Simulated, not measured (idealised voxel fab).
Name of the process module below: voxel ribs on slabs
The cross-section shown here is cut; it is 165 nm wide and divided into square cells measuring 5 nm on a side.
For the purposes of this document, a cross-section shall be understood as a grid of square cells, specified as bands listed in top-to-bottom order, each band consisting of one or more rows of cells.
Basically the band line says how high the top is and how high the bottom is, in nm, and then what's in it from left to right, every material with its width in nm. Empty space shows up as "air", and if a single material carries "throughout" it runs the full band edge to edge.
Convention: height 0 is the level below which the wafer, as received, is all one material. The lowest band does not terminate at the bottom but continues downward, represented as "0 and below".
Graded width ("30 to 40"): value in top row of band = first number; value in bottom row = second number; row-to-row change constant.
Any step labelled "no modifications" changed none of the cells in the cross-section.
Voids not open to the top, 8 cells minimum: see "Closed cavity list". Written width x height at distance; distance is from the left edge; nm.
If you see something after the settings on a step's line, that's the simulator's own remark about that step.
The "overlay nm" setting may appear on a step's line; for a step that uses a mask, it gives how far to the right of its planned position the mask lay, and a negative value indicates the left.
[Planned step list for the process]
- 1: RECEIVE with material Si
- 2: DIRECTIONAL_DEP with material SiO2, thk nm 25
- 3: DIRECTIONAL_DEP with material SiN, thk nm 15
- 4: DIRECTIONAL_DEP with material aC, thk nm 10
- 5: PATTERN with tone cover, mask id RIB, material resist, width nm 25, thk nm 25, overlay nm 0
- 6: DIRECTIONAL_ETCH with etch materials aC, depth nm 10
- 7: STRIP with etch materials resist
- 8: DIRECTIONAL_ETCH with etch materials SiN, depth nm 10
- 9: STRIP with etch materials aC
- 10: PATTERN with tone cover, mask id SLAB, material resist, width nm 55, thk nm 15, overlay nm 0
- 11: DIRECTIONAL_ETCH with etch materials SiN, depth nm 5
- 12: STRIP with etch materials resist
- 13: FILL_DEP with material SiO2, thk nm 25
- 14: CMP with height nm 55
- 15: DIRECTIONAL_DEP with material W, thk nm 10
- 16: DIRECTIONAL_DEP with material aC, thk nm 10
- 17: PATTERN with tone cover, mask id HEATER, material resist, width nm 35, thk nm 25, overlay nm 0
- 18: DIRECTIONAL_ETCH with etch materials aC, depth nm 10
- 19: STRIP with etch materials resist
- 20: DIRECTIONAL_ETCH with etch materials W, depth nm 10
- 21: STRIP with etch materials aC
- 22: CONFORMAL_DEP with material SiO2, thk nm 5
[Incoming wafer, cross-sectional view, post step 1]
> 0 and below  Si throughout
> Closed cavity list: none
[Starting structure and process plan are as shown above, but one mistake was made in running the module; the wafer cross-section at the end of the module follows]
> 70 down to 65  air=60, then SiO2=45, then air=60
> 65 down to 60  air=60, then SiO2=5, then W=35, then SiO2=5, then air=60
> 60 down to 55  SiO2=65, then W=35, then SiO2=65
> 55 down to 15  SiO2 throughout
> 15 down to 0  SiN throughout
> 0 and below  Si throughout
> Closed cavity list: none
Misprocessing identified: contrary to the plan, steps 2 and 3 were processed in exchanged order
